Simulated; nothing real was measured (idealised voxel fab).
The following process module bears the name voxel self aligned contacts.
The width of the displayed cross-section, cut, is 215 nm; its cells are square, with a size of 5 nm.
In this document a cross-section is written as a grid of square cells. It is given as a series of bands, listed from the top down, and a band is one or more rows of cells. Look at the band entry: it leads with the top's height and the bottom's height in nm. Then it lists the materials left to right, with a width in nm for each. The word "edge to edge" on a single material says that material fills the band edge to edge. The word "air" is empty space. Basically, 0 is our baseline, since under it the wafer straight out of the box is all one material. The bottom band has no lower end and keeps on going down, so it looks like "top 0, no bottom". A two-number width, for instance "30->40", indicates that the width is equal to the first number in the top row of the band and to the second number in the bottom row, and that it changes by a constant amount per row of cells. Basically "remains unaltered" means that step didn't change any cell in the cross-section. Basically, "Cavities, sealed" tells you about the enclosed voids: empty spaces with no open way to the top, 8 cells or bigger, each written width x height at distance, where distance is from the left edge, all in nm. Read whatever lies past the settings on a step's line as the simulator's own remark about the step. For masked steps, "overlay nm" on the step line gives how far right of plan the mask actually lay; a minus sign means it lay to the left.

## The following list gives the planned process steps
1,RECEIVE, material Si
2,CONFORMAL_DEP, material SiO2, thk nm 5
3,DIRECTIONAL_DEP, material polySi, thk nm 20
4,DIRECTIONAL_DEP, material SiN, thk nm 25
5,MASKED_ETCH, tone cover, mask id GATE, width nm 25, pitch nm 60, etch materials SiN, depth nm 25, overlay nm 0
6,MASKED_ETCH, tone cover, mask id GATE, width nm 25, pitch nm 60, etch materials polySi, depth nm 20, overlay nm 0
7,CONFORMAL_DEP, material SiN, thk nm 10
8,DIRECTIONAL_ETCH, etch materials SiN, depth nm 10
9,FILL_DEP, material SiO2, thk nm 10
10,CMP, height nm 55
11,DIRECTIONAL_DEP, material aC, thk nm 10
12,PATTERN, tone open, mask id CONTACT, material resist, width nm 45, thk nm 30, overlay nm 0
13,DIRECTIONAL_ETCH, etch materials aC, depth nm 10
14,STRIP, etch materials resist
15,DIRECTIONAL_ETCH, etch materials SiO2, depth nm 55
16,STRIP, etch materials aC
17,CONFORMAL_DEP, material TiN, thk nm 5
18,FILL_DEP, material Ru, thk nm 5
19,CMP, height nm 45
20,CONFORMAL_DEP, material SiCN, thk nm 5
Quick note for whoever runs this: the wafers start identical, but the height nm at step 19 isn't the same across them. The plan just shows what the first wafer had.

## As-received state after step 1, first of several wafers, cross-section
- top 0, no bottom = Si edge to edge
- Cavities, sealed: none

## Per wafer (row), end of module: delta in cells per material since receipt, (+) for gained, (-) for lost; closed voids after that
height nm 45; +8 Ru; +43 SiCN; +104 SiN; +216 SiO2; +19 TiN; +40 polySi; Cavities, sealed: none
height nm 50; +9 Ru; +43 SiCN; +122 SiN; +238 SiO2; +21 TiN; +40 polySi; Cavities, sealed: none
height nm 55; +10 Ru; +43 SiCN; +122 SiN; +272 SiO2; +29 TiN; +40 polySi; Cavities, sealed: none
height nm 60; +17 Ru; +43 SiCN; +122 SiN; +272 SiO2; +65 TiN; +40 polySi; Cavities, sealed: none
height nm 65; +60 Ru; +43 SiCN; +122 SiN; +272 SiO2; +65 TiN; +40 polySi; Cavities, sealed: none
